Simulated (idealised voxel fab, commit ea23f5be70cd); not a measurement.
process module | voxel gate over fins
cross-section cut | 200 nm wide | cells 5 nm
A cross-section is a grid of square cells, given in bands from the top down. A band is one or more rows of cells.
Each band's line starts with the height of the band's top and of its bottom, in nm. Then come its materials from left to right, each with its width in nm. One material with "throughout" fills the band from edge to edge. "air" is empty space.
Height 0 is the level under which the wafer as received is all one material. The lowest band goes on downwards, as in "0 down".
A width such as "30 to 40" changes by the same amount from each row of cells to the next, from the band's top row to its bottom row.
"no change" after a step means that no cell of the cross-section changed.
closed voids: empty space of 8 cells or more with no open way to the top, each as width x height at its distance from the left edge, in nm
after a step's settings: what the simulator itself notes on the step
overlay nm, on a step with a mask: how far to the right of its planned place the mask lay; to the left if negative
plan
1 op RECEIVE | material Si
2 op CONFORMAL_DEP | material SiN | thk nm 5
3 op PATTERN | tone cover | mask id FINS | material resist | width nm 15 | pitch nm 50 | thk nm 15 | overlay nm 0
4 op DIRECTIONAL_ETCH | etch materials SiN | depth nm 5
5 op DIRECTIONAL_ETCH | etch materials Si | depth nm 30
6 op STRIP | etch materials resist
7 op FILL_DEP | material SiO2 | thk nm 15
8 op CMP | height nm 5
9 op MASKED_ETCH | tone open | mask id RAIL | width nm 15 | etch materials SiO2 | depth nm 30 | overlay nm 0
10 op CONFORMAL_DEP | material TiN | thk nm 5
11 op FILL_DEP | material W | thk nm 5
12 op CMP | height nm 5
13 op SELECTIVE_ETCH | etch materials W Ru TiN | depth nm 25
14 op FILL_DEP | material SiO2 | thk nm 5
15 op CMP | height nm 5
16 op SELECTIVE_ETCH | etch materials SiO2 | depth nm 15
17 op STRIP | etch materials SiN
18 op CONFORMAL_DEP | material HfO2 | thk nm 5
19 op CONFORMAL_DEP | material TiN | thk nm 5
20 op FILL_DEP | material W | thk nm 15
21 op CMP | height nm 20
22 op CONFORMAL_DEP | material SiN | thk nm 5
as received, after step 1
  0 down: Si throughout
  closed voids: none
a wafer at the end: this start, this plan, one mistake
  25 to 20: SiN throughout
  20 to 5: W throughout
  5 to 0: W 10 | TiN 25 | W 25 | TiN 25 | W 25 | TiN 25 | W 25 | TiN 25 | W 15
  0 to -5: W 10 | TiN 5 | Si 15 | TiN 5 | W 25 | TiN 5 | Si 15 | TiN 5 | W 25 | TiN 5 | Si 15 | TiN 5 | W 25 | TiN 5 | Si 15 | TiN 5 | W 15
  -5 to -10: TiN 15 | Si 15 | TiN 35 | Si 15 | TiN 35 | Si 15 | TiN 35 | Si 15 | TiN 20
  -10 to -20: SiO2 15 | Si 15 | SiO2 35 | Si 15 | SiO2 35 | Si 15 | SiO2 35 | Si 15 | SiO2 20
  -20 to -25: SiO2 15 | Si 15 | SiO2 10 | TiN 15 | SiO2 10 | Si 15 | SiO2 35 | Si 15 | SiO2 35 | Si 15 | SiO2 20
  -25 to -30: SiO2 15 | Si 15 | SiO2 35 | Si 15 | SiO2 35 | Si 15 | SiO2 35 | Si 15 | SiO2 20
  -30 down: Si throughout
  closed voids: none
what went wrong: step 18 was left out
